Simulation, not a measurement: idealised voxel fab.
process module | voxel ribs on slabs
cross-section cut | 235 nm wide | cells 5 nm
A cross-section is a grid of square cells, given in bands from the top down. A band is one or more rows of cells.
Each band's line starts with the height of the band's top and of its bottom, in nm. Then come its materials from left to right, each with its width in nm. One material with "throughout" fills the band from edge to edge. "air" is empty space.
Height 0 is the level under which the wafer as received is all one material. The lowest band goes on downwards, as in "0 down".
A width such as "30 to 40" changes by the same amount from each row of cells to the next, from the band's top row to its bottom row.
"no change" after a step means that no cell of the cross-section changed.
closed voids: empty space of 8 cells or more with no open way to the top, each as width x height at its distance from the left edge, in nm
after a step's settings: what the simulator itself notes on the step
overlay nm, on a step with a mask: how far to the right of its planned place the mask lay; to the left if negative
plan
1 op RECEIVE | material Si
2 op DIRECTIONAL_DEP | material SiO2 | thk nm 25
3 op DIRECTIONAL_DEP | material polySi | thk nm 20
4 op MASKED_ETCH | tone cover | mask id RIB | width nm 20 | etch materials polySi | depth nm 5 | overlay nm 0
5 op MASKED_ETCH | tone cover | mask id SLAB | width nm 70 | etch materials polySi | depth nm 15 | overlay nm 0
6 op FILL_DEP | material SiO2 | thk nm 25
7 op CMP | height nm 65
8 op DIRECTIONAL_DEP | material TiN | thk nm 5
9 op PATTERN | tone cover | mask id HEATER | material resist | width nm 30 | thk nm 20 | overlay nm 0
10 op DIRECTIONAL_ETCH | etch materials TiN | depth nm 5
11 op STRIP | etch materials resist
12 op CONFORMAL_DEP | material SiO2 | thk nm 5
as received, after step 1
  0 down: Si throughout
  closed voids: none
a wafer at the end: this start, this plan, one mistake
  5 to 0: SiO2 throughout
  0 down: Si throughout
  closed voids: none
what went wrong: step 11 ran as: op STRIP | etch materials SiO2
